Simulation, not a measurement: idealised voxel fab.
The process module that follows is named voxel transistor to metal.
Pictured: cross-section cut, 265 nm wide, on a grid of 5 nm square cells.
The cross-sections in this document take the form of a grid made of square cells. They are written out as bands, in order from top to bottom. Each band consists of one or more rows of cells.
Basically the band line says how high the top is and how high the bottom is, in nm, and then what's in it from left to right, every material with its width in nm. Empty space shows up as "empty", and if a single material carries "all across" it runs the full band edge to edge.
Below 0: as-received wafer, all one material; heights counted from there. Lowest band: no bottom, goes on down, written "0 and below".
A width such as "30->40" changes by the same amount from each row of cells to the next, from the band's top row to its bottom row.
"nothing got changed" (step): cross-section cells unchanged, all of them.
Reported under the label "Completely enclosed voids" are the empty spaces having no open way to the top and comprising 8 cells or more; the notation for each is width x height at distance, in which the distance is measured from the left edge and all three values are in nm.
Note: text after step settings on the step line = simulator remark on that step.
If you see "overlay nm" on a step's line and that step has a mask, it's telling you how far right of where it was planned the mask ended up; a negative number means it went left instead.
Heads up before you read on: it's before/after pairs around one process step each, after side only down to the lowest band that changed, step plus settings under the pair. Pairs can be from different runs of this module, same starting wafer, so only chain a pair onto the one above if its "Status quo ante" entry says so.

## Status quo ante
* 75 down to 70 = 20 nm empty, then 25 nm Ru, then 45 nm empty, then 25 nm Ru, then 35 nm empty, then 25 nm Ru, then 45 nm empty, then 25 nm Ru, then 20 nm empty
* 70 down to 45 = 25 nm SiO2, then 5 nm TiN, then 5 nm Ru, then 5 nm TiN, then 55 nm SiO2, then 5 nm TiN, then 5 nm Ru, then 5 nm TiN, then 45 nm SiO2, then 5 nm TiN, then 5 nm Ru, then 5 nm TiN, then 55 nm SiO2, then 5 nm TiN, then 5 nm Ru, then 5 nm TiN, then 25 nm SiO2
* 45 down to 40 = 25 nm SiN, then 15 nm TiN, then 55 nm SiN, then 15 nm TiN, then 45 nm SiN, then 15 nm TiN, then 55 nm SiN, then 15 nm TiN, then 25 nm SiN
* 40 down to 30 = 25 nm SiO2, then 5 nm TiN, then 5 nm Ru, then 5 nm TiN, then 55 nm SiO2, then 5 nm TiN, then 5 nm Ru, then 5 nm TiN, then 45 nm SiO2, then 5 nm TiN, then 5 nm Ru, then 5 nm TiN, then 55 nm SiO2, then 5 nm TiN, then 5 nm Ru, then 5 nm TiN, then 25 nm SiO2
* 30 down to 20 = 25 nm SiO2, then 5 nm TiN, then 5 nm Ru, then 5 nm TiN, then 10 nm SiO2, then 5 nm SiN, then 25 nm SiCN, then 5 nm SiN, then 10 nm SiO2, then 5 nm TiN, then 5 nm Ru, then 5 nm TiN, then 45 nm SiO2, then 5 nm TiN, then 5 nm Ru, then 5 nm TiN, then 10 nm SiO2, then 5 nm SiN, then 25 nm SiCN, then 5 nm SiN, then 10 nm SiO2, then 5 nm TiN, then 5 nm Ru, then 5 nm TiN, then 25 nm SiO2
* 20 down to 0 = 25 nm SiO2, then 5 nm TiN, then 5 nm Ru, then 5 nm TiN, then 10 nm SiO2, then 5 nm SiN, then 25 nm polySi, then 5 nm SiN, then 10 nm SiO2, then 5 nm TiN, then 5 nm Ru, then 5 nm TiN, then 45 nm SiO2, then 5 nm TiN, then 5 nm Ru, then 5 nm TiN, then 10 nm SiO2, then 5 nm SiN, then 25 nm polySi, then 5 nm SiN, then 10 nm SiO2, then 5 nm TiN, then 5 nm Ru, then 5 nm TiN, then 25 nm SiO2
* 0 down to -5 = 10 nm SiO2, then 5 nm SiN, then 10 nm SiO2, then 15 nm TiN, then 10 nm SiO2, then 5 nm SiN, then 25 nm polySi, then 5 nm SiN, then 10 nm SiO2, then 15 nm TiN, then 10 nm SiO2, then 5 nm SiN, then 15 nm SiO2, then 5 nm SiN, then 10 nm SiO2, then 15 nm TiN, then 10 nm SiO2, then 5 nm SiN, then 25 nm polySi, then 5 nm SiN, then 10 nm SiO2, then 15 nm TiN, then 10 nm SiO2, then 5 nm SiN, then 10 nm SiO2
* -5 down to -10 = 15 nm SiO2, then 35 nm nSi, then 35 nm SiO2, then 35 nm nSi, then 25 nm SiO2, then 35 nm nSi, then 35 nm SiO2, then 35 nm nSi, then 15 nm SiO2
* -10 down to -60 = 20 nm SiO2, then 95 nm Si, then 35 nm SiO2, then 95 nm Si, then 20 nm SiO2
* -60 and below = Si all across
* Completely enclosed voids: none

## Resultant Cross-Section
* 80 down to 75 = SiCN all across
* 75 down to 70 = 20 nm SiCN, then 25 nm Ru, then 45 nm SiCN, then 25 nm Ru, then 35 nm SiCN, then 25 nm Ru, then 45 nm SiCN, then 25 nm Ru, then 20 nm SiCN
* below 70: unchanged
* Completely enclosed voids: none
Between the two cross-sections shown above lies FILL_DEP with material SiCN, thk nm 5

## Status quo ante
* 40 down to 30 = 25 nm SiO2, then 5 nm TiN, then 5 nm Ru, then 5 nm TiN, then 55 nm SiO2, then 5 nm TiN, then 5 nm Ru, then 5 nm TiN, then 45 nm SiO2, then 5 nm TiN, then 5 nm Ru, then 5 nm TiN, then 55 nm SiO2, then 5 nm TiN, then 5 nm Ru, then 5 nm TiN, then 25 nm SiO2
* 30 down to 20 = 25 nm SiO2, then 5 nm TiN, then 5 nm Ru, then 5 nm TiN, then 10 nm SiO2, then 5 nm SiN, then 25 nm SiCN, then 5 nm SiN, then 10 nm SiO2, then 5 nm TiN, then 5 nm Ru, then 5 nm TiN, then 45 nm SiO2, then 5 nm TiN, then 5 nm Ru, then 5 nm TiN, then 10 nm SiO2, then 5 nm SiN, then 25 nm SiCN, then 5 nm SiN, then 10 nm SiO2, then 5 nm TiN, then 5 nm Ru, then 5 nm TiN, then 25 nm SiO2
* 20 down to 0 = 25 nm SiO2, then 5 nm TiN, then 5 nm Ru, then 5 nm TiN, then 10 nm SiO2, then 5 nm SiN, then 25 nm polySi, then 5 nm SiN, then 10 nm SiO2, then 5 nm TiN, then 5 nm Ru, then 5 nm TiN, then 45 nm SiO2, then 5 nm TiN, then 5 nm Ru, then 5 nm TiN, then 10 nm SiO2, then 5 nm SiN, then 25 nm polySi, then 5 nm SiN, then 10 nm SiO2, then 5 nm TiN, then 5 nm Ru, then 5 nm TiN, then 25 nm SiO2
* 0 down to -5 = 10 nm SiO2, then 5 nm SiN, then 10 nm SiO2, then 15 nm TiN, then 10 nm SiO2, then 5 nm SiN, then 25 nm polySi, then 5 nm SiN, then 10 nm SiO2, then 15 nm TiN, then 10 nm SiO2, then 5 nm SiN, then 15 nm SiO2, then 5 nm SiN, then 10 nm SiO2, then 15 nm TiN, then 10 nm SiO2, then 5 nm SiN, then 25 nm polySi, then 5 nm SiN, then 10 nm SiO2, then 15 nm TiN, then 10 nm SiO2, then 5 nm SiN, then 10 nm SiO2
* -5 down to -10 = 15 nm SiO2, then 35 nm nSi, then 35 nm SiO2, then 35 nm nSi, then 25 nm SiO2, then 35 nm nSi, then 35 nm SiO2, then 35 nm nSi, then 15 nm SiO2
* -10 down to -35 = 20 nm SiO2, then 95 nm Si, then 35 nm SiO2, then 95 nm Si, then 20 nm SiO2
* -35 and below = Si all across
* Completely enclosed voids: none

## Resultant Cross-Section
* 65 down to 40 = SiO2 all across
* below 40: unchanged
* Completely enclosed voids: none
Between the two cross-sections shown above lies DIRECTIONAL_DEP with material SiO2, thk nm 25

Status quo ante: same picture as after in the pair right above, so we don't repeat it.

## Resultant Cross-Section
* 70 down to 65 = SiN all across
* below 65: unchanged
* Completely enclosed voids: none
Between the two cross-sections shown above lies CONFORMAL_DEP with material SiN, thk nm 5

Status quo ante: same picture as after in the pair right above, so we don't repeat it.

## Resultant Cross-Section
* 70 down to 65 = 25 nm SiN, then 15 nm empty, then 55 nm SiN, then 15 nm empty, then 45 nm SiN, then 15 nm empty, then 55 nm SiN, then 15 nm empty, then 25 nm SiN
* below 65: unchanged
* Completely enclosed voids: none
Between the two cross-sections shown above lies MASKED_ETCH with tone open, mask id METAL_1, width nm 15, etch materials SiN, depth nm 5, overlay nm 0

Status quo ante: same picture as after in the pair right above, so we don't repeat it.

## Resultant Cross-Section
* 75 down to 70 = 30 nm TiN, then 5 nm empty, then 65 nm TiN, then 5 nm empty, then 55 nm TiN, then 5 nm empty, then 65 nm TiN, then 5 nm empty, then 30 nm TiN
* 70 down to 65 = 25 nm SiN, then 15 nm TiN, then 55 nm SiN, then 15 nm TiN, then 45 nm SiN, then 15 nm TiN, then 55 nm SiN, then 15 nm TiN, then 25 nm SiN
* below 65: unchanged
* Completely enclosed voids: none
Between the two cross-sections shown above lies CONFORMAL_DEP with material TiN, thk nm 5

Status quo ante: same picture as after in the pair right above, so we don't repeat it.

## Resultant Cross-Section
* 85 down to 75 = Ru all across
* 75 down to 70 = 30 nm TiN, then 5 nm Ru, then 65 nm TiN, then 5 nm Ru, then 55 nm TiN, then 5 nm Ru, then 65 nm TiN, then 5 nm Ru, then 30 nm TiN
* below 70: unchanged
* Completely enclosed voids: none
Between the two cross-sections shown above lies FILL_DEP with material Ru, thk nm 10

Status quo ante: same picture as after in the pair right above, so we don't repeat it.

## Resultant Cross-Section
* 70 down to 65 = 25 nm SiN, then 15 nm TiN, then 55 nm SiN, then 15 nm TiN, then 45 nm SiN, then 15 nm TiN, then 55 nm SiN, then 15 nm TiN, then 25 nm SiN
* below 65: unchanged
* Completely enclosed voids: none
Between the two cross-sections shown above lies CMP with height nm 70

Status quo ante: same picture as after in the pair right above, so we don't repeat it.

## Resultant Cross-Section
* 75 down to 70 = 20 nm empty, then 25 nm Ru, then 45 nm empty, then 25 nm Ru, then 35 nm empty, then 25 nm Ru, then 45 nm empty, then 25 nm Ru, then 20 nm empty
* below 70: unchanged
* Completely enclosed voids: none
Between the two cross-sections shown above lies EPI with material Ru, thk nm 5

Status quo ante: same picture as after in the pair right above, so we don't repeat it.

## Resultant Cross-Section
* 80 down to 75 = SiCN all across
* 75 down to 70 = 20 nm SiCN, then 25 nm Ru, then 45 nm SiCN, then 25 nm Ru, then 35 nm SiCN, then 25 nm Ru, then 45 nm SiCN, then 25 nm Ru, then 20 nm SiCN
* below 70: unchanged
* Completely enclosed voids: none
Between the two cross-sections shown above lies FILL_DEP with material SiCN, thk nm 5

## Status quo ante
* 30 down to 20 = 55 nm empty, then 25 nm SiCN, then 105 nm empty, then 25 nm SiCN, then 55 nm empty
* 20 down to 0 = 55 nm empty, then 25 nm polySi, then 105 nm empty, then 25 nm polySi, then 55 nm empty
* 0 down to -5 = 10 nm SiO2, then 45 nm empty, then 25 nm polySi, then 45 nm empty, then 15 nm SiO2, then 45 nm empty, then 25 nm polySi, then 45 nm empty, then 10 nm SiO2
* -5 down to -10 = SiO2 all across
* -10 down to -35 = 20 nm SiO2, then 95 nm Si, then 35 nm SiO2, then 95 nm Si, then 20 nm SiO2
* -35 and below = Si all across
* Completely enclosed voids: none

## Resultant Cross-Section
* 45 down to 30 = 40 nm empty, then 55 nm SiN, then 75 nm empty, then 55 nm SiN, then 40 nm empty
* 30 down to 20 = 40 nm empty, then 15 nm SiN, then 25 nm SiCN, then 15 nm SiN, then 75 nm empty, then 15 nm SiN, then 25 nm SiCN, then 15 nm SiN, then 40 nm empty
* 20 down to 15 = 40 nm empty, then 15 nm SiN, then 25 nm polySi, then 15 nm SiN, then 75 nm empty, then 15 nm SiN, then 25 nm polySi, then 15 nm SiN, then 40 nm empty
* 15 down to 10 = 25 nm SiN, then 15 nm empty, then 15 nm SiN, then 25 nm polySi, then 15 nm SiN, then 15 nm empty, then 45 nm SiN, then 15 nm empty, then 15 nm SiN, then 25 nm polySi, then 15 nm SiN, then 15 nm empty, then 25 nm SiN
* 10 down to 0 = 55 nm SiN, then 25 nm polySi, then 105 nm SiN, then 25 nm polySi, then 55 nm SiN
* 0 down to -5 = 10 nm SiO2, then 45 nm SiN, then 25 nm polySi, then 45 nm SiN, then 15 nm SiO2, then 45 nm SiN, then 25 nm polySi, then 45 nm SiN, then 10 nm SiO2
* below -5: unchanged
* Completely enclosed voids: none
Between the two cross-sections shown above lies CONFORMAL_DEP with material SiN, thk nm 15

Status quo ante: same picture as after in the pair right above, so we don't repeat it.

## Resultant Cross-Section
* 40 down to 30 = 40 nm empty, then 55 nm SiN, then 75 nm empty, then 55 nm SiN, then 40 nm empty
* 30 down to 20 = 40 nm empty, then 15 nm SiN, then 25 nm SiCN, then 15 nm SiN, then 75 nm empty, then 15 nm SiN, then 25 nm SiCN, then 15 nm SiN, then 40 nm empty
* 20 down to 10 = 40 nm empty, then 15 nm SiN, then 25 nm polySi, then 15 nm SiN, then 75 nm empty, then 15 nm SiN, then 25 nm polySi, then 15 nm SiN, then 40 nm empty
* 10 down to 5 = 25 nm SiN, then 15 nm empty, then 15 nm SiN, then 25 nm polySi, then 15 nm SiN, then 15 nm empty, then 45 nm SiN, then 15 nm empty, then 15 nm SiN, then 25 nm polySi, then 15 nm SiN, then 15 nm empty, then 25 nm SiN
* below 5: unchanged
* Completely enclosed voids: none
Between the two cross-sections shown above lies DIRECTIONAL_ETCH with etch materials SiN, depth nm 5

Status quo ante: same picture as after in the pair right above, so we don't repeat it.

## Resultant Cross-Section
* 45 down to 40 = SiO2 all across
* 40 down to 30 = 40 nm SiO2, then 55 nm SiN, then 75 nm SiO2, then 55 nm SiN, then 40 nm SiO2
* 30 down to 20 = 40 nm SiO2, then 15 nm SiN, then 25 nm SiCN, then 15 nm SiN, then 75 nm SiO2, then 15 nm SiN, then 25 nm SiCN, then 15 nm SiN, then 40 nm SiO2
* 20 down to 10 = 40 nm SiO2, then 15 nm SiN, then 25 nm polySi, then 15 nm SiN, then 75 nm SiO2, then 15 nm SiN, then 25 nm polySi, then 15 nm SiN, then 40 nm SiO2
* 10 down to 5 = 25 nm SiN, then 15 nm SiO2, then 15 nm SiN, then 25 nm polySi, then 15 nm SiN, then 15 nm SiO2, then 45 nm SiN, then 15 nm SiO2, then 15 nm SiN, then 25 nm polySi, then 15 nm SiN, then 15 nm SiO2, then 25 nm SiN
* below 5: unchanged
* Completely enclosed voids: none
Between the two cross-sections shown above lies FILL_DEP with material SiO2, thk nm 5

Status quo ante: same picture as after in the pair right above, so we don't repeat it.

## Resultant Cross-Section
* 30 down to 20 = 40 nm SiO2, then 15 nm SiN, then 25 nm SiCN, then 15 nm SiN, then 75 nm SiO2, then 15 nm SiN, then 25 nm SiCN, then 15 nm SiN, then 40 nm SiO2
* below 20: unchanged
* Completely enclosed voids: none
Between the two cross-sections shown above lies CMP with height nm 30

Status quo ante: same picture as after in the pair right above, so we don't repeat it.

## Resultant Cross-Section
* 40 down to 30 = SiO2 all across
* below 30: unchanged
* Completely enclosed voids: none
Between the two cross-sections shown above lies DIRECTIONAL_DEP with material SiO2, thk nm 10

Status quo ante: same picture as after in the pair right above, so we don't repeat it.

## Resultant Cross-Section
* 40 down to 30 = 25 nm SiO2, then 15 nm empty, then 55 nm SiO2, then 15 nm empty, then 45 nm SiO2, then 15 nm empty, then 55 nm SiO2, then 15 nm empty, then 25 nm SiO2
* 30 down to 20 = 25 nm SiO2, then 15 nm empty, then 15 nm SiN, then 25 nm SiCN, then 15 nm SiN, then 15 nm empty, then 45 nm SiO2, then 15 nm empty, then 15 nm SiN, then 25 nm SiCN, then 15 nm SiN, then 15 nm empty, then 25 nm SiO2
* 20 down to 10 = 25 nm SiO2, then 15 nm empty, then 15 nm SiN, then 25 nm polySi, then 15 nm SiN, then 15 nm empty, then 45 nm SiO2, then 15 nm empty, then 15 nm SiN, then 25 nm polySi, then 15 nm SiN, then 15 nm empty, then 25 nm SiO2
* 10 down to 5 = 25 nm SiN, then 15 nm empty, then 15 nm SiN, then 25 nm polySi, then 15 nm SiN, then 15 nm empty, then 45 nm SiN, then 15 nm empty, then 15 nm SiN, then 25 nm polySi, then 15 nm SiN, then 15 nm empty, then 25 nm SiN
* below 5: unchanged
* Completely enclosed voids: none
Between the two cross-sections shown above lies MASKED_ETCH with tone open, mask id CONTACT, width nm 15, etch materials SiO2, depth nm 45, overlay nm 0

Status quo ante: same picture as after in the pair right above, so we don't repeat it.

## Resultant Cross-Section
* 45 down to 40 = 30 nm TiN, then 5 nm empty, then 65 nm TiN, then 5 nm empty, then 55 nm TiN, then 5 nm empty, then 65 nm TiN, then 5 nm empty, then 30 nm TiN
* 40 down to 30 = 25 nm SiO2, then 5 nm TiN, then 5 nm empty, then 5 nm TiN, then 55 nm SiO2, then 5 nm TiN, then 5 nm empty, then 5 nm TiN, then 45 nm SiO2, then 5 nm TiN, then 5 nm empty, then 5 nm TiN, then 55 nm SiO2, then 5 nm TiN, then 5 nm empty, then 5 nm TiN, then 25 nm SiO2
* 30 down to 20 = 25 nm SiO2, then 5 nm TiN, then 5 nm empty, then 5 nm TiN, then 15 nm SiN, then 25 nm SiCN, then 15 nm SiN, then 5 nm TiN, then 5 nm empty, then 5 nm TiN, then 45 nm SiO2, then 5 nm TiN, then 5 nm empty, then 5 nm TiN, then 15 nm SiN, then 25 nm SiCN, then 15 nm SiN, then 5 nm TiN, then 5 nm empty, then 5 nm TiN, then 25 nm SiO2
* 20 down to 10 = 25 nm SiO2, then 5 nm TiN, then 5 nm empty, then 5 nm TiN, then 15 nm SiN, then 25 nm polySi, then 15 nm SiN, then 5 nm TiN, then 5 nm empty, then 5 nm TiN, then 45 nm SiO2, then 5 nm TiN, then 5 nm empty, then 5 nm TiN, then 15 nm SiN, then 25 nm polySi, then 15 nm SiN, then 5 nm TiN, then 5 nm empty, then 5 nm TiN, then 25 nm SiO2
* 10 down to 5 = 25 nm SiN, then 15 nm TiN, then 15 nm SiN, then 25 nm polySi, then 15 nm SiN, then 15 nm TiN, then 45 nm SiN, then 15 nm TiN, then 15 nm SiN, then 25 nm polySi, then 15 nm SiN, then 15 nm TiN, then 25 nm SiN
* below 5: unchanged
* Completely enclosed voids: none
Between the two cross-sections shown above lies CONFORMAL_DEP with material TiN, thk nm 5

Status quo ante: same picture as after in the pair right above, so we don't repeat it.

## Resultant Cross-Section
* 55 down to 45 = Ru all across
* 45 down to 40 = 30 nm TiN, then 5 nm Ru, then 65 nm TiN, then 5 nm Ru, then 55 nm TiN, then 5 nm Ru, then 65 nm TiN, then 5 nm Ru, then 30 nm TiN
* 40 down to 30 = 25 nm SiO2, then 5 nm TiN, then 5 nm Ru, then 5 nm TiN, then 55 nm SiO2, then 5 nm TiN, then 5 nm Ru, then 5 nm TiN, then 45 nm SiO2, then 5 nm TiN, then 5 nm Ru, then 5 nm TiN, then 55 nm SiO2, then 5 nm TiN, then 5 nm Ru, then 5 nm TiN, then 25 nm SiO2
* 30 down to 20 = 25 nm SiO2, then 5 nm TiN, then 5 nm Ru, then 5 nm TiN, then 15 nm SiN, then 25 nm SiCN, then 15 nm SiN, then 5 nm TiN, then 5 nm Ru, then 5 nm TiN, then 45 nm SiO2, then 5 nm TiN, then 5 nm Ru, then 5 nm TiN, then 15 nm SiN, then 25 nm SiCN, then 15 nm SiN, then 5 nm TiN, then 5 nm Ru, then 5 nm TiN, then 25 nm SiO2
* 20 down to 10 = 25 nm SiO2, then 5 nm TiN, then 5 nm Ru, then 5 nm TiN, then 15 nm SiN, then 25 nm polySi, then 15 nm SiN, then 5 nm TiN, then 5 nm Ru, then 5 nm TiN, then 45 nm SiO2, then 5 nm TiN, then 5 nm Ru, then 5 nm TiN, then 15 nm SiN, then 25 nm polySi, then 15 nm SiN, then 5 nm TiN, then 5 nm Ru, then 5 nm TiN, then 25 nm SiO2
* below 10: unchanged
* Completely enclosed voids: none
Between the two cross-sections shown above lies FILL_DEP with material Ru, thk nm 10

Status quo ante: same picture as after in the pair right above, so we don't repeat it.

## Resultant Cross-Section
* 40 down to 30 = 25 nm SiO2, then 5 nm TiN, then 5 nm Ru, then 5 nm TiN, then 55 nm SiO2, then 5 nm TiN, then 5 nm Ru, then 5 nm TiN, then 45 nm SiO2, then 5 nm TiN, then 5 nm Ru, then 5 nm TiN, then 55 nm SiO2, then 5 nm TiN, then 5 nm Ru, then 5 nm TiN, then 25 nm SiO2
* below 30: unchanged
* Completely enclosed voids: none
Between the two cross-sections shown above lies CMP with height nm 40

Status quo ante: same picture as after in the pair right above, so we don't repeat it.

## Resultant Cross-Section
* 45 down to 40 = SiN all across
* below 40: unchanged
* Completely enclosed voids: none
Between the two cross-sections shown above lies CONFORMAL_DEP with material SiN, thk nm 5

Status quo ante: same picture as after in the pair right above, so we don't repeat it.

## Resultant Cross-Section
* 70 down to 45 = SiO2 all across
* below 45: unchanged
* Completely enclosed voids: none
Between the two cross-sections shown above lies DIRECTIONAL_DEP with material SiO2, thk nm 25

Status quo ante: same picture as after in the pair right above, so we don't repeat it.

## Resultant Cross-Section
* 70 down to 45 = 25 nm SiO2, then 15 nm empty, then 55 nm SiO2, then 15 nm empty, then 45 nm SiO2, then 15 nm empty, then 55 nm SiO2, then 15 nm empty, then 25 nm SiO2
* below 45: unchanged
* Completely enclosed voids: none
Between the two cross-sections shown above lies MASKED_ETCH with tone open, mask id METAL_1, width nm 15, etch materials SiO2, depth nm 25, overlay nm 0

Status quo ante: same picture as after in the pair right above, so we don't repeat it.

## Resultant Cross-Section
* 70 down to 45 = 25 nm SiO2, then 15 nm empty, then 55 nm SiO2, then 15 nm empty, then 45 nm SiO2, then 15 nm empty, then 55 nm SiO2, then 15 nm empty, then 25 nm SiO2
* 45 down to 40 = 25 nm SiN, then 15 nm empty, then 55 nm SiN, then 15 nm empty, then 45 nm SiN, then 15 nm empty, then 55 nm SiN, then 15 nm empty, then 25 nm SiN
* below 40: unchanged
* Completely enclosed voids: none
Between the two cross-sections shown above lies MASKED_ETCH with tone open, mask id METAL_1, width nm 15, etch materials SiN, depth nm 5, overlay nm 0

Status quo ante: same picture as after in the pair right above, so we don't repeat it.

## Resultant Cross-Section
* 75 down to 70 = 30 nm TiN, then 5 nm empty, then 65 nm TiN, then 5 nm empty, then 55 nm TiN, then 5 nm empty, then 65 nm TiN, then 5 nm empty, then 30 nm TiN
* 70 down to 45 = 25 nm SiO2, then 5 nm TiN, then 5 nm empty, then 5 nm TiN, then 55 nm SiO2, then 5 nm TiN, then 5 nm empty, then 5 nm TiN, then 45 nm SiO2, then 5 nm TiN, then 5 nm empty, then 5 nm TiN, then 55 nm SiO2, then 5 nm TiN, then 5 nm empty, then 5 nm TiN, then 25 nm SiO2
* 45 down to 40 = 25 nm SiN, then 15 nm TiN, then 55 nm SiN, then 15 nm TiN, then 45 nm SiN, then 15 nm TiN, then 55 nm SiN, then 15 nm TiN, then 25 nm SiN
* below 40: unchanged
* Completely enclosed voids: none
Between the two cross-sections shown above lies CONFORMAL_DEP with material TiN, thk nm 5

Status quo ante: same picture as after in the pair right above, so we don't repeat it.

## Resultant Cross-Section
* 85 down to 75 = Ru all across
* 75 down to 70 = 30 nm TiN, then 5 nm Ru, then 65 nm TiN, then 5 nm Ru, then 55 nm TiN, then 5 nm Ru, then 65 nm TiN, then 5 nm Ru, then 30 nm TiN
* 70 down to 45 = 25 nm SiO2, then 5 nm TiN, then 5 nm Ru, then 5 nm TiN, then 55 nm SiO2, then 5 nm TiN, then 5 nm Ru, then 5 nm TiN, then 45 nm SiO2, then 5 nm TiN, then 5 nm Ru, then 5 nm TiN, then 55 nm SiO2, then 5 nm TiN, then 5 nm Ru, then 5 nm TiN, then 25 nm SiO2
* below 45: unchanged
* Completely enclosed voids: none
Between the two cross-sections shown above lies FILL_DEP with material Ru, thk nm 10

Status quo ante: same picture as after in the pair right above, so we don't repeat it.

## Resultant Cross-Section
* 70 down to 45 = 25 nm SiO2, then 5 nm TiN, then 5 nm Ru, then 5 nm TiN, then 55 nm SiO2, then 5 nm TiN, then 5 nm Ru, then 5 nm TiN, then 45 nm SiO2, then 5 nm TiN, then 5 nm Ru, then 5 nm TiN, then 55 nm SiO2, then 5 nm TiN, then 5 nm Ru, then 5 nm TiN, then 25 nm SiO2
* below 45: unchanged
* Completely enclosed voids: none
Between the two cross-sections shown above lies CMP with height nm 70

Status quo ante: same picture as after in the pair right above, so we don't repeat it.

## Resultant Cross-Section
* 75 down to 70 = 20 nm empty, then 25 nm Ru, then 45 nm empty, then 25 nm Ru, then 35 nm empty, then 25 nm Ru, then 45 nm empty, then 25 nm Ru, then 20 nm empty
* below 70: unchanged
* Completely enclosed voids: none
Between the two cross-sections shown above lies EPI with material Ru, thk nm 5

Status quo ante: same picture as after in the pair right above, so we don't repeat it.

## Resultant Cross-Section
* 80 down to 75 = SiCN all across
* 75 down to 70 = 20 nm SiCN, then 25 nm Ru, then 45 nm SiCN, then 25 nm Ru, then 35 nm SiCN, then 25 nm Ru, then 45 nm SiCN, then 25 nm Ru, then 20 nm SiCN
* below 70: unchanged
* Completely enclosed voids: none
Between the two cross-sections shown above lies FILL_DEP with material SiCN, thk nm 5

## Status quo ante
* 30 down to 25 = 55 nm empty, then 25 nm SiCN, then 105 nm empty, then 25 nm SiCN, then 55 nm empty
* 25 down to 20 = 10 nm polySi, then 45 nm empty, then 25 nm SiCN, then 45 nm empty, then 15 nm polySi, then 45 nm empty, then 25 nm SiCN, then 45 nm empty, then 10 nm polySi
* 20 down to 0 = polySi all across
* 0 down to -5 = 10 nm SiO2, then 115 nm polySi, then 15 nm SiO2, then 115 nm polySi, then 10 nm SiO2
* -5 down to -10 = SiO2 all across
* -10 down to -35 = 20 nm SiO2, then 95 nm Si, then 35 nm SiO2, then 95 nm Si, then 20 nm SiO2
* -35 and below = Si all across
* Completely enclosed voids: none

## Resultant Cross-Section
* 30 down to 20 = 55 nm empty, then 25 nm SiCN, then 105 nm empty, then 25 nm SiCN, then 55 nm empty
* 20 down to 0 = 50 nm empty, then 35 nm polySi, then 95 nm empty, then 35 nm polySi, then 50 nm empty
* 0 down to -5 = 10 nm SiO2, then 40 nm empty, then 35 nm polySi, then 40 nm empty, then 15 nm SiO2, then 40 nm empty, then 35 nm polySi, then 40 nm empty, then 10 nm SiO2
* below -5: unchanged
* Completely enclosed voids: none
Between the two cross-sections shown above lies MASKED_ETCH with tone cover, mask id GATE, width nm 35, pitch nm 130, etch materials polySi, depth nm 35, overlay nm 0

Status quo ante: same picture as after in the pair right above, so we don't repeat it.

## Resultant Cross-Section
* 35 down to 30 = 50 nm empty, then 35 nm SiN, then 95 nm empty, then 35 nm SiN, then 50 nm empty
* 30 down to 20 = 50->45 nm empty, then 5->10 nm SiN, then 25 nm SiCN, then 5->10 nm SiN, then 95->85 nm empty, then 5->10 nm SiN, then 25 nm SiCN, then 5->10 nm SiN, then 50->45 nm empty
* 20 down to 5 = 45 nm empty, then 5 nm SiN, then 35 nm polySi, then 5 nm SiN, then 85 nm empty, then 5 nm SiN, then 35 nm polySi, then 5 nm SiN, then 45 nm empty
* 5 down to 0 = 15 nm SiN, then 30 nm empty, then 5 nm SiN, then 35 nm polySi, then 5 nm SiN, then 30 nm empty, then 25 nm SiN, then 30 nm empty, then 5 nm SiN, then 35 nm polySi, then 5 nm SiN, then 30 nm empty, then 15 nm SiN
* 0 down to -5 = 10 nm SiO2, then 40 nm SiN, then 35 nm polySi, then 40 nm SiN, then 15 nm SiO2, then 40 nm SiN, then 35 nm polySi, then 40 nm SiN, then 10 nm SiO2
* below -5: unchanged
* Completely enclosed voids: none
Between the two cross-sections shown above lies CONFORMAL_DEP with material SiN, thk nm 5

Status quo ante: same picture as after in the pair right above, so we don't repeat it.

## Resultant Cross-Section
* 30 down to 20 = 50 nm empty, then 5 nm SiN, then 25 nm SiCN, then 5 nm SiN, then 95 nm empty, then 5 nm SiN, then 25 nm SiCN, then 5 nm SiN, then 50 nm empty
* 20 down to 0 = 45 nm empty, then 5 nm SiN, then 35 nm polySi, then 5 nm SiN, then 85 nm empty, then 5 nm SiN, then 35 nm polySi, then 5 nm SiN, then 45 nm empty
* 0 down to -5 = 10 nm SiO2, then 5 nm SiN, then 30 nm empty, then 5 nm SiN, then 35 nm polySi, then 5 nm SiN, then 30 nm empty, then 5 nm SiN, then 15 nm SiO2, then 5 nm SiN, then 30 nm empty, then 5 nm SiN, then 35 nm polySi, then 5 nm SiN, then 30 nm empty, then 5 nm SiN, then 10 nm SiO2
* below -5: unchanged
* Completely enclosed voids: none
Between the two cross-sections shown above lies DIRECTIONAL_ETCH with etch materials SiN, depth nm 5

Status quo ante: same picture as after in the pair right above, so we don't repeat it.

## Resultant Cross-Section
* 30 down to 20 = 50 nm empty, then 5 nm SiN, then 25 nm SiCN, then 5 nm SiN, then 95 nm empty, then 5 nm SiN, then 25 nm SiCN, then 5 nm SiN, then 50 nm empty
* 20 down to 0 = 45 nm empty, then 5 nm SiN, then 35 nm polySi, then 5 nm SiN, then 85 nm empty, then 5 nm SiN, then 35 nm polySi, then 5 nm SiN, then 45 nm empty
* 0 down to -5 = 10 nm empty, then 5 nm SiN, then 30 nm empty, then 5 nm SiN, then 35 nm polySi, then 5 nm SiN, then 30 nm empty, then 5 nm SiN, then 15 nm empty, then 5 nm SiN, then 30 nm empty, then 5 nm SiN, then 35 nm polySi, then 5 nm SiN, then 30 nm empty, then 5 nm SiN, then 10 nm empty
* -5 down to -10 = 15 nm SiO2, then 30 nm empty, then 45 nm SiO2, then 30 nm empty, then 25 nm SiO2, then 30 nm empty, then 45 nm SiO2, then 30 nm empty, then 15 nm SiO2
* below -10: unchanged
* Completely enclosed voids: none
Between the two cross-sections shown above lies DIRECTIONAL_ETCH with etch materials SiO2, depth nm 5
